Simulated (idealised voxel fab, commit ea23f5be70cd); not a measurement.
Process module name: voxel double patterning
Square cell edge 5 nm, section width 160 nm, ID cut.
How to read a cross-section here: the picture is a grid of square cells, written as bands going from the top down, and any band can span one or more rows of cells. Top, bottom (nm), then materials left to right with widths (nm); lone material tagged "all across" fills the whole band edge to edge; "empty" = empty space. We count height from 0. Below that, the starting wafer is all one material. The lowest band never ends at the bottom but goes on down; see "0 -> down" for how that is written. A width given as "30 to 40" starts at the first number in the band's top row and ends at the second number in its bottom row, shifting by an equal amount at every step from row to row. What does "nothing different" mean for a step? It means no cell of the cross-section changed in that step. If an empty space has no open way to the top and is at least 8 cells in size, "Closed cavities" lists it, written width x height at distance, where distance is measured from the left edge and every value is in nm. It should be noted that, on the line of a given step, the content following the step's settings is a remark produced by the simulator itself with respect to that step. overlay nm: mask right of planned place by this much (step with mask). Neg. = left.

Process steps (planned):
| 1 | RECEIVE, material Si |
| 2 | CONFORMAL_DEP, material SiO2, thk nm 10 |
| 3 | DIRECTIONAL_DEP, material W, thk nm 10 |
| 4 | DIRECTIONAL_DEP, material SiN, thk nm 5 |
| 5 | DIRECTIONAL_DEP, material aC, thk nm 15 |
| 6 | PATTERN, tone open, mask id FIRST, material resist, width nm 15, pitch nm 50, thk nm 35, overlay nm 0 |
| 7 | DIRECTIONAL_ETCH, etch materials aC, depth nm 15 |
| 8 | STRIP, etch materials resist |
| 9 | DIRECTIONAL_ETCH, etch materials SiN, depth nm 5 |
| 10 | STRIP, etch materials aC |
| 11 | DIRECTIONAL_DEP, material aC, thk nm 10 |
| 12 | PATTERN, tone open, mask id SECOND, material resist, width nm 15, thk nm 30, overlay nm 0 |
| 13 | DIRECTIONAL_ETCH, etch materials aC, depth nm 10 |
| 14 | STRIP, etch materials resist |
| 15 | DIRECTIONAL_ETCH, etch materials SiN, depth nm 5 |
| 16 | STRIP, etch materials aC |
| 17 | DIRECTIONAL_ETCH, etch materials W, depth nm 10 |
| 18 | STRIP, etch materials SiN |

Of two wafers, the first: run according to plan:

This is the cross-section of the wafer as we received it, i.e. after step 1:
0 -> down  Si all across
Closed cavities: none

Step 2 done - wafer cross-section:
10 -> 0  SiO2 all across
Below 0, no change.

Step 3 done - wafer cross-section:
20 -> 10  W all across
Below 10, no change.

Step 4 done - wafer cross-section:
25 -> 20  SiN all across
Below 20, no change.

Step 5 done - wafer cross-section:
40 -> 25  aC all across
Below 25, no change.

Step 6 done - wafer cross-section:
75 -> 40  resist 45 nm, then empty 15 nm, then resist 35 nm, then empty 15 nm, then resist 50 nm
Below 40, no change.

Step 7 done - wafer cross-section:
60 -> 40  resist 45 nm, then empty 15 nm, then resist 35 nm, then empty 15 nm, then resist 50 nm
40 -> 25  aC 45 nm, then empty 15 nm, then aC 35 nm, then empty 15 nm, then aC 50 nm
Below 25, no change.

Step 8 done - wafer cross-section:
40 -> 25  aC 45 nm, then empty 15 nm, then aC 35 nm, then empty 15 nm, then aC 50 nm
Below 25, no change.

Step 9 done - wafer cross-section:
40 -> 25  aC 45 nm, then empty 15 nm, then aC 35 nm, then empty 15 nm, then aC 50 nm
25 -> 20  SiN 45 nm, then empty 15 nm, then SiN 35 nm, then empty 15 nm, then SiN 50 nm
Below 20, no change.

Step 10 done - wafer cross-section:
25 -> 20  SiN 45 nm, then empty 15 nm, then SiN 35 nm, then empty 15 nm, then SiN 50 nm
Below 20, no change.

Step 11 done - wafer cross-section:
35 -> 30  aC 45 nm, then empty 15 nm, then aC 35 nm, then empty 15 nm, then aC 50 nm
30 -> 25  aC all across
25 -> 20  SiN 45 nm, then aC 15 nm, then SiN 35 nm, then aC 15 nm, then SiN 50 nm
Below 20, no change.

Step 12 done - wafer cross-section:
65 -> 35  resist 70 nm, then empty 15 nm, then resist 75 nm
35 -> 30  aC 45 nm, then resist 15 nm, then aC 35 nm, then resist 15 nm, then aC 50 nm
Below 30, no change.

Step 13 done - wafer cross-section:
55 -> 35  resist 70 nm, then empty 15 nm, then resist 75 nm
35 -> 30  aC 45 nm, then resist 15 nm, then aC 10 nm, then empty 15 nm, then aC 10 nm, then resist 15 nm, then aC 50 nm
30 -> 25  aC 70 nm, then empty 15 nm, then aC 75 nm
Below 25, no change.

Step 14 done - wafer cross-section:
35 -> 30  aC 45 nm, then empty 15 nm, then aC 10 nm, then empty 15 nm, then aC 10 nm, then empty 15 nm, then aC 50 nm
Below 30, no change.

Step 15 done - wafer cross-section:
35 -> 30  aC 45 nm, then empty 15 nm, then aC 10 nm, then empty 15 nm, then aC 10 nm, then empty 15 nm, then aC 50 nm
30 -> 25  aC 70 nm, then empty 15 nm, then aC 75 nm
25 -> 20  SiN 45 nm, then aC 15 nm, then SiN 10 nm, then empty 15 nm, then SiN 10 nm, then aC 15 nm, then SiN 50 nm
Below 20, no change.

Step 16 done - wafer cross-section:
25 -> 20  SiN 45 nm, then empty 15 nm, then SiN 10 nm, then empty 15 nm, then SiN 10 nm, then empty 15 nm, then SiN 50 nm
Below 20, no change.

Step 17 done - wafer cross-section:
25 -> 20  SiN 45 nm, then empty 15 nm, then SiN 10 nm, then empty 15 nm, then SiN 10 nm, then empty 15 nm, then SiN 50 nm
20 -> 10  W 45 nm, then empty 15 nm, then W 10 nm, then empty 15 nm, then W 10 nm, then empty 15 nm, then W 50 nm
Below 10, no change.

Step 18 done - wafer cross-section:
20 -> 10  W 45 nm, then empty 15 nm, then W 10 nm, then empty 15 nm, then W 10 nm, then empty 15 nm, then W 50 nm
Below 10, no change.

The remaining wafer, second of the two, started like the first and was run to the same plan, except that one mistake was made along the way; the two coincide through step 11, inclusive:

Second wafer profile in section, at the moment step 12 of the plan was meant to be complete:
65 -> 35  resist 60 nm, then empty 15 nm, then resist 85 nm
35 -> 30  aC 45 nm, then resist 15 nm, then aC 35 nm, then resist 15 nm, then aC 50 nm
Below 30, no change.

Second wafer profile in section, at the moment step 13 of the plan was meant to be complete:
55 -> 35  resist 60 nm, then empty 15 nm, then resist 85 nm
35 -> 30  aC 45 nm, then resist 15 nm, then empty 15 nm, then aC 20 nm, then resist 15 nm, then aC 50 nm
30 -> 25  aC 60 nm, then empty 15 nm, then aC 85 nm
Below 25, no change.

Second wafer profile in section, at the moment step 14 of the plan was meant to be complete:
35 -> 30  aC 45 nm, then empty 30 nm, then aC 20 nm, then empty 15 nm, then aC 50 nm
Below 30, no change.

Second wafer profile in section, at the moment step 15 of the plan was meant to be complete:
35 -> 30  aC 45 nm, then empty 30 nm, then aC 20 nm, then empty 15 nm, then aC 50 nm
30 -> 25  aC 60 nm, then empty 15 nm, then aC 85 nm
25 -> 20  SiN 45 nm, then aC 15 nm, then empty 15 nm, then SiN 20 nm, then aC 15 nm, then SiN 50 nm
Below 20, no change.

Second wafer profile in section, at the moment step 16 of the plan was meant to be complete:
25 -> 20  SiN 45 nm, then empty 30 nm, then SiN 20 nm, then empty 15 nm, then SiN 50 nm
Below 20, no change.

Second wafer profile in section, at the moment step 17 of the plan was meant to be complete:
25 -> 20  SiN 45 nm, then empty 30 nm, then SiN 20 nm, then empty 15 nm, then SiN 50 nm
20 -> 10  W 45 nm, then empty 30 nm, then W 20 nm, then empty 15 nm, then W 50 nm
Below 10, no change.

Second wafer profile in section, at the moment step 18 of the plan was meant to be complete:
20 -> 10  W 45 nm, then empty 30 nm, then W 20 nm, then empty 15 nm, then W 50 nm
Below 10, no change.
Where did the run depart from the plan? not per plan at step 12, really ran PATTERN, tone open, mask id SECOND, material resist, width nm 15, thk nm 30, overlay nm -10
Tallied in cells, the final second wafer holds each material in the same quantity as the first, although not at the same places.
